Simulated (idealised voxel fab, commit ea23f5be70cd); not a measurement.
Process module, titled voxel capacitor over wiring
The cross-section shown here is cut; it is 205 nm wide and divided into square cells measuring 5 nm on a side.
Notation: cross-section as square-cell grid; stated in bands, top first, going down; one or more cell rows per band. Band: top and bottom heights (nm) first, top before bottom; then materials from left to right, widths in nm. "edge to edge" marks a sole material filling the band edge to edge. "empty" denotes empty space. Height 0 is the level under which the wafer as received is all one material. The lowest band goes on downwards, as in "0 nm and below". Top row gets the first number, bottom row gets the second, and each row in between changes by the same step: that is how a band width like "30..40" works. It should be understood that the words "changes: none", when stated for a given step, signify that the cross-section underwent no change in any of its cells during that step. Closed void catalog: empty space of 8 cells or more with no open way to the top, each as width x height at its distance from the left edge, in nm. That trailing text on a step's line, after the settings, is the simulator's own remark on the step. overlay nm: mask right of planned place by this much (step with mask). Neg. = left.

**Steps planned for the process**
- 1: RECEIVE | material Si
- 2: CONFORMAL_DEP | material SiO2 | thk nm 10
- 3: DIRECTIONAL_DEP | material TiN | thk nm 5
- 4: DIRECTIONAL_DEP | material Ru | thk nm 20
- 5: MASKED_ETCH | tone cover | mask id METAL_1 | width nm 25 | pitch nm 90 | etch materials Ru | depth nm 20 | overlay nm 0
- 6: MASKED_ETCH | tone cover | mask id METAL_1 | width nm 25 | pitch nm 90 | etch materials TiN | depth nm 5 | overlay nm 0
- 7: CONFORMAL_DEP | material SiN | thk nm 5
- 8: FILL_DEP | material SiO2 | thk nm 10
- 9: CMP | height nm 35
- 10: CONFORMAL_DEP | material SiCN | thk nm 5
- 11: DIRECTIONAL_DEP | material lowk | thk nm 20
- 12: DIRECTIONAL_DEP | material aC | thk nm 10
- 13: PATTERN | tone open | mask id PLUG_1 | material resist | width nm 15 | thk nm 30 | overlay nm 0
- 14: DIRECTIONAL_ETCH | etch materials aC | depth nm 10
- 15: STRIP | etch materials resist
- 16: DIRECTIONAL_ETCH | etch materials lowk | depth nm 20
- 17: DIRECTIONAL_ETCH | etch materials SiCN | depth nm 5
- 18: STRIP | etch materials aC
- 19: EPI | material Ru | thk nm 10
- 20: EPI | material Ru | thk nm 10
- 21: EPI | material Ru | thk nm 5
- 22: DIRECTIONAL_DEP | material TiN | thk nm 10
- 23: DIRECTIONAL_DEP | material SiN | thk nm 5
- 24: DIRECTIONAL_DEP | material TiN | thk nm 5
- 25: PATTERN | tone cover | mask id UPPER_PLATE | material resist | width nm 70 | thk nm 15 | overlay nm 0
- 26: DIRECTIONAL_ETCH | etch materials TiN | depth nm 5
- 27: DIRECTIONAL_ETCH | etch materials SiN | depth nm 5
- 28: STRIP | etch materials resist
- 29: DIRECTIONAL_DEP | material aC | thk nm 15
- 30: PATTERN | tone cover | mask id LOWER_PLATE | material resist | width nm 80 | thk nm 30 | overlay nm 0
- 31: DIRECTIONAL_ETCH | etch materials aC | depth nm 15
- 32: STRIP | etch materials resist
- 33: DIRECTIONAL_ETCH | etch materials TiN | depth nm 10
- 34: STRIP | etch materials aC
- 35: FILL_DEP | material SiO2 | thk nm 20
- 36: CMP | height nm 95
- 37: MASKED_ETCH | tone open | mask id PLUG_2 | width nm 15 | etch materials SiO2 | depth nm 15 | overlay nm 0
- 38: CONFORMAL_DEP | material TiN | thk nm 5
- 39: FILL_DEP | material W | thk nm 10
- 40: CMP | height nm 95
- 41: CONFORMAL_DEP | material SiN | thk nm 5

**First of two wafers - as planned**

**Incoming wafer in cross-section (state: after step 1)**
    0 nm and below = Si edge to edge
    Closed void catalog: none

**Take a look at the wafer's cross-section after step 2**
    10 nm to 0 nm = SiO2 edge to edge
    No changes below 0.

**Take a look at the wafer's cross-section after step 3**
    15 nm to 10 nm = TiN edge to edge
    No changes below 10.

**Take a look at the wafer's cross-section after step 4**
    35 nm to 15 nm = Ru edge to edge
    No changes below 15.

**Take a look at the wafer's cross-section after step 5**
    35 nm to 15 nm = empty: 45 / Ru: 25 / empty: 65 / Ru: 25 / empty: 45
    No changes below 15.

**Take a look at the wafer's cross-section after step 6**
    35 nm to 15 nm = empty: 45 / Ru: 25 / empty: 65 / Ru: 25 / empty: 45
    15 nm to 10 nm = empty: 45 / TiN: 25 / empty: 65 / TiN: 25 / empty: 45
    No changes below 10.

**Take a look at the wafer's cross-section after step 7**
    40 nm to 35 nm = empty: 40 / SiN: 35 / empty: 55 / SiN: 35 / empty: 40
    35 nm to 15 nm = empty: 40 / SiN: 5 / Ru: 25 / SiN: 5 / empty: 55 / SiN: 5 / Ru: 25 / SiN: 5 / empty: 40
    15 nm to 10 nm = SiN: 45 / TiN: 25 / SiN: 65 / TiN: 25 / SiN: 45
    No changes below 10.

**Take a look at the wafer's cross-section after step 8**
    50 nm to 40 nm = SiO2 edge to edge
    40 nm to 35 nm = SiO2: 40 / SiN: 35 / SiO2: 55 / SiN: 35 / SiO2: 40
    35 nm to 15 nm = SiO2: 40 / SiN: 5 / Ru: 25 / SiN: 5 / SiO2: 55 / SiN: 5 / Ru: 25 / SiN: 5 / SiO2: 40
    No changes below 15.

**Take a look at the wafer's cross-section after step 9**
    35 nm to 15 nm = SiO2: 40 / SiN: 5 / Ru: 25 / SiN: 5 / SiO2: 55 / SiN: 5 / Ru: 25 / SiN: 5 / SiO2: 40
    No changes below 15.

**Take a look at the wafer's cross-section after step 10**
    40 nm to 35 nm = SiCN edge to edge
    No changes below 35.

**Take a look at the wafer's cross-section after step 11**
    60 nm to 40 nm = lowk edge to edge
    No changes below 40.

**Take a look at the wafer's cross-section after step 12**
    70 nm to 60 nm = aC edge to edge
    No changes below 60.

**Take a look at the wafer's cross-section after step 13**
    100 nm to 70 nm = resist: 55 / empty: 15 / resist: 135
    No changes below 70.

**Take a look at the wafer's cross-section after step 14**
    90 nm to 70 nm = resist: 55 / empty: 15 / resist: 135
    70 nm to 60 nm = aC: 55 / empty: 15 / aC: 135
    No changes below 60.

**Take a look at the wafer's cross-section after step 15**
    70 nm to 60 nm = aC: 55 / empty: 15 / aC: 135
    No changes below 60.

**Take a look at the wafer's cross-section after step 16**
    70 nm to 60 nm = aC: 55 / empty: 15 / aC: 135
    60 nm to 40 nm = lowk: 55 / empty: 15 / lowk: 135
    No changes below 40.

**Take a look at the wafer's cross-section after step 17**
    70 nm to 60 nm = aC: 55 / empty: 15 / aC: 135
    60 nm to 40 nm = lowk: 55 / empty: 15 / lowk: 135
    40 nm to 35 nm = SiCN: 55 / empty: 15 / SiCN: 135
    No changes below 35.

**Take a look at the wafer's cross-section after step 18**
    60 nm to 40 nm = lowk: 55 / empty: 15 / lowk: 135
    No changes below 40.

**Take a look at the wafer's cross-section after step 19**
    60 nm to 45 nm = lowk: 55 / empty: 15 / lowk: 135
    45 nm to 40 nm = lowk: 55 / Ru: 15 / lowk: 135
    40 nm to 35 nm = SiCN: 55 / Ru: 15 / SiCN: 135
    No changes below 35.

**Take a look at the wafer's cross-section after step 20**
    60 nm to 55 nm = lowk: 55 / empty: 15 / lowk: 135
    55 nm to 40 nm = lowk: 55 / Ru: 15 / lowk: 135
    No changes below 40.

**Take a look at the wafer's cross-section after step 21**
    60 nm to 40 nm = lowk: 55 / Ru: 15 / lowk: 135
    No changes below 40.

**Take a look at the wafer's cross-section after step 22**
    70 nm to 60 nm = TiN edge to edge
    No changes below 60.

**Take a look at the wafer's cross-section after step 23**
    75 nm to 70 nm = SiN edge to edge
    No changes below 70.

**Take a look at the wafer's cross-section after step 24**
    80 nm to 75 nm = TiN edge to edge
    No changes below 75.

**Take a look at the wafer's cross-section after step 25**
    95 nm to 80 nm = empty: 55 / resist: 70 / empty: 80
    No changes below 80.

**Take a look at the wafer's cross-section after step 26**
    95 nm to 80 nm = empty: 55 / resist: 70 / empty: 80
    80 nm to 75 nm = empty: 55 / TiN: 70 / empty: 80
    No changes below 75.

**Take a look at the wafer's cross-section after step 27**
    95 nm to 80 nm = empty: 55 / resist: 70 / empty: 80
    80 nm to 75 nm = empty: 55 / TiN: 70 / empty: 80
    75 nm to 70 nm = empty: 55 / SiN: 70 / empty: 80
    No changes below 70.

**Take a look at the wafer's cross-section after step 28**
    80 nm to 75 nm = empty: 55 / TiN: 70 / empty: 80
    No changes below 75.

**Take a look at the wafer's cross-section after step 29**
    95 nm to 85 nm = empty: 55 / aC: 70 / empty: 80
    85 nm to 80 nm = aC edge to edge
    80 nm to 75 nm = aC: 55 / TiN: 70 / aC: 80
    75 nm to 70 nm = aC: 55 / SiN: 70 / aC: 80
    No changes below 70.

**Take a look at the wafer's cross-section after step 30**
    125 nm to 95 nm = empty: 50 / resist: 80 / empty: 75
    95 nm to 85 nm = empty: 50 / resist: 5 / aC: 70 / resist: 5 / empty: 75
    No changes below 85.

**Take a look at the wafer's cross-section after step 31**
    110 nm to 95 nm = empty: 50 / resist: 80 / empty: 75
    95 nm to 85 nm = empty: 50 / resist: 5 / aC: 70 / resist: 5 / empty: 75
    85 nm to 80 nm = empty: 50 / aC: 80 / empty: 75
    80 nm to 75 nm = empty: 50 / aC: 5 / TiN: 70 / aC: 5 / empty: 75
    75 nm to 70 nm = empty: 50 / aC: 5 / SiN: 70 / aC: 5 / empty: 75
    No changes below 70.

**Take a look at the wafer's cross-section after step 32**
    95 nm to 85 nm = empty: 55 / aC: 70 / empty: 80
    No changes below 85.

**Take a look at the wafer's cross-section after step 33**
    95 nm to 85 nm = empty: 55 / aC: 70 / empty: 80
    85 nm to 80 nm = empty: 50 / aC: 80 / empty: 75
    80 nm to 75 nm = empty: 50 / aC: 5 / TiN: 70 / aC: 5 / empty: 75
    75 nm to 70 nm = empty: 50 / aC: 5 / SiN: 70 / aC: 5 / empty: 75
    70 nm to 60 nm = empty: 50 / TiN: 80 / empty: 75
    No changes below 60.

**Take a look at the wafer's cross-section after step 34**
    80 nm to 75 nm = empty: 55 / TiN: 70 / empty: 80
    75 nm to 70 nm = empty: 55 / SiN: 70 / empty: 80
    No changes below 70.

**Take a look at the wafer's cross-section after step 35**
    100 nm to 80 nm = SiO2 edge to edge
    80 nm to 75 nm = SiO2: 55 / TiN: 70 / SiO2: 80
    75 nm to 70 nm = SiO2: 55 / SiN: 70 / SiO2: 80
    70 nm to 60 nm = SiO2: 50 / TiN: 80 / SiO2: 75
    No changes below 60.

**Take a look at the wafer's cross-section after step 36**
    95 nm to 80 nm = SiO2 edge to edge
    No changes below 80.

**Take a look at the wafer's cross-section after step 37**
    95 nm to 80 nm = SiO2: 65 / empty: 15 / SiO2: 125
    No changes below 80.

**Take a look at the wafer's cross-section after step 38**
    100 nm to 95 nm = TiN: 70 / empty: 5 / TiN: 130
    95 nm to 85 nm = SiO2: 65 / TiN: 5 / empty: 5 / TiN: 5 / SiO2: 125
    85 nm to 75 nm = SiO2: 65..55 / TiN: 15..70 / SiO2: 125..80
    No changes below 75.

**Take a look at the wafer's cross-section after step 39**
    110 nm to 100 nm = W edge to edge
    100 nm to 95 nm = TiN: 70 / W: 5 / TiN: 130
    95 nm to 85 nm = SiO2: 65 / TiN: 5 / W: 5 / TiN: 5 / SiO2: 125
    No changes below 85.

**Take a look at the wafer's cross-section after step 40**
    95 nm to 85 nm = SiO2: 65 / TiN: 5 / W: 5 / TiN: 5 / SiO2: 125
    No changes below 85.

**Take a look at the wafer's cross-section after step 41**
    100 nm to 95 nm = SiN edge to edge
    No changes below 95.

**Wafer two: like wafer one in start and plan, but with one mistake in execution; identical up to and including step 20**

**Cross-section of the second wafer at the time by which step 21 should have been completed according to the plan**
    70 nm to 65 nm = TiN: 55 / empty: 15 / TiN: 135
    65 nm to 60 nm = TiN edge to edge
    60 nm to 55 nm = lowk: 55 / TiN: 15 / lowk: 135
    No changes below 55.

**Cross-section of the second wafer at the time by which step 22 should have been completed according to the plan**
    75 nm to 70 nm = Ru: 60 / empty: 5 / Ru: 140
    70 nm to 65 nm = TiN: 55 / Ru: 15 / TiN: 135
    No changes below 65.

**Cross-section of the second wafer at the time by which step 23 should have been completed according to the plan**
    80 nm to 75 nm = SiN: 60 / empty: 5 / SiN: 140
    75 nm to 70 nm = Ru: 60 / SiN: 5 / Ru: 140
    No changes below 70.

**Cross-section of the second wafer at the time by which step 24 should have been completed according to the plan**
    85 nm to 80 nm = TiN: 60 / empty: 5 / TiN: 140
    80 nm to 75 nm = SiN: 60 / TiN: 5 / SiN: 140
    No changes below 75.

**Cross-section of the second wafer at the time by which step 25 should have been completed according to the plan**
    100 nm to 85 nm = empty: 55 / resist: 70 / empty: 80
    85 nm to 80 nm = TiN: 60 / resist: 5 / TiN: 140
    No changes below 80.

**Cross-section of the second wafer at the time by which step 26 should have been completed according to the plan**
    100 nm to 85 nm = empty: 55 / resist: 70 / empty: 80
    85 nm to 80 nm = empty: 55 / TiN: 5 / resist: 5 / TiN: 60 / empty: 80
    No changes below 80.

**Cross-section of the second wafer at the time by which step 27 should have been completed according to the plan**
    100 nm to 85 nm = empty: 55 / resist: 70 / empty: 80
    85 nm to 80 nm = empty: 55 / TiN: 5 / resist: 5 / TiN: 60 / empty: 80
    80 nm to 75 nm = empty: 55 / SiN: 5 / TiN: 5 / SiN: 60 / empty: 80
    No changes below 75.

**Cross-section of the second wafer at the time by which step 28 should have been completed according to the plan**
    85 nm to 80 nm = empty: 55 / TiN: 5 / empty: 5 / TiN: 60 / empty: 80
    No changes below 80.

**Cross-section of the second wafer at the time by which step 29 should have been completed according to the plan**
    100 nm to 95 nm = empty: 55 / aC: 5 / empty: 5 / aC: 60 / empty: 80
    95 nm to 90 nm = empty: 55 / aC: 70 / empty: 80
    90 nm to 85 nm = aC edge to edge
    85 nm to 80 nm = aC: 55 / TiN: 5 / aC: 5 / TiN: 60 / aC: 80
    80 nm to 75 nm = aC: 55 / SiN: 5 / TiN: 5 / SiN: 60 / aC: 80
    No changes below 75.

**Cross-section of the second wafer at the time by which step 30 should have been completed according to the plan**
    130 nm to 100 nm = empty: 50 / resist: 80 / empty: 75
    100 nm to 95 nm = empty: 50 / resist: 5 / aC: 5 / resist: 5 / aC: 60 / resist: 5 / empty: 75
    95 nm to 90 nm = empty: 50 / resist: 5 / aC: 70 / resist: 5 / empty: 75
    No changes below 90.

**Cross-section of the second wafer at the time by which step 31 should have been completed according to the plan**
    115 nm to 100 nm = empty: 50 / resist: 80 / empty: 75
    100 nm to 95 nm = empty: 50 / resist: 5 / aC: 5 / resist: 5 / aC: 60 / resist: 5 / empty: 75
    95 nm to 90 nm = empty: 50 / resist: 5 / aC: 70 / resist: 5 / empty: 75
    90 nm to 85 nm = empty: 50 / aC: 80 / empty: 75
    85 nm to 80 nm = empty: 50 / aC: 5 / TiN: 5 / aC: 5 / TiN: 60 / aC: 5 / empty: 75
    80 nm to 75 nm = empty: 50 / aC: 5 / SiN: 5 / TiN: 5 / SiN: 60 / aC: 5 / empty: 75
    No changes below 75.

**Cross-section of the second wafer at the time by which step 32 should have been completed according to the plan**
    100 nm to 95 nm = empty: 55 / aC: 5 / empty: 5 / aC: 60 / empty: 80
    95 nm to 85 nm = empty: 55..50 / aC: 70..80 / empty: 80..75
    No changes below 85.

Cross-section of the second wafer at the time by which step 33 should have been completed according to the plan: changes: none

**Cross-section of the second wafer at the time by which step 34 should have been completed according to the plan**
    85 nm to 80 nm = empty: 55 / TiN: 5 / empty: 5 / TiN: 60 / empty: 80
    80 nm to 75 nm = empty: 55 / SiN: 5 / TiN: 5 / SiN: 60 / empty: 80
    No changes below 75.

**Cross-section of the second wafer at the time by which step 35 should have been completed according to the plan**
    105 nm to 85 nm = SiO2 edge to edge
    85 nm to 80 nm = SiO2: 55 / TiN: 5 / SiO2: 5 / TiN: 60 / SiO2: 80
    80 nm to 75 nm = SiO2: 55 / SiN: 5 / TiN: 5 / SiN: 60 / SiO2: 80
    No changes below 75.

**Cross-section of the second wafer at the time by which step 36 should have been completed according to the plan**
    95 nm to 85 nm = SiO2 edge to edge
    No changes below 85.

**Cross-section of the second wafer at the time by which step 37 should have been completed according to the plan**
    95 nm to 85 nm = SiO2: 65 / empty: 15 / SiO2: 125
    No changes below 85.

**Cross-section of the second wafer at the time by which step 38 should have been completed according to the plan**
    100 nm to 95 nm = TiN: 70 / empty: 5 / TiN: 130
    95 nm to 90 nm = SiO2: 65 / TiN: 5 / empty: 5 / TiN: 5 / SiO2: 125
    90 nm to 85 nm = SiO2: 65 / TiN: 15 / SiO2: 125
    No changes below 85.

**Cross-section of the second wafer at the time by which step 39 should have been completed according to the plan**
    110 nm to 100 nm = W edge to edge
    100 nm to 95 nm = TiN: 70 / W: 5 / TiN: 130
    95 nm to 90 nm = SiO2: 65 / TiN: 5 / W: 5 / TiN: 5 / SiO2: 125
    No changes below 90.

**Cross-section of the second wafer at the time by which step 40 should have been completed according to the plan**
    95 nm to 90 nm = SiO2: 65 / TiN: 5 / W: 5 / TiN: 5 / SiO2: 125
    No changes below 90.

**Cross-section of the second wafer at the time by which step 41 should have been completed according to the plan**
    100 nm to 95 nm = SiN edge to edge
    No changes below 95.
What was done differently from what was planned? a sequencing error occurred in which plan steps 21 and 22 were transposed
It is noted that, at the conclusion of processing, the second wafer exhibits a higher or lower cell count for certain materials relative to the first: +40 Ru | -87 SiO2 | +48 TiN | -1 W
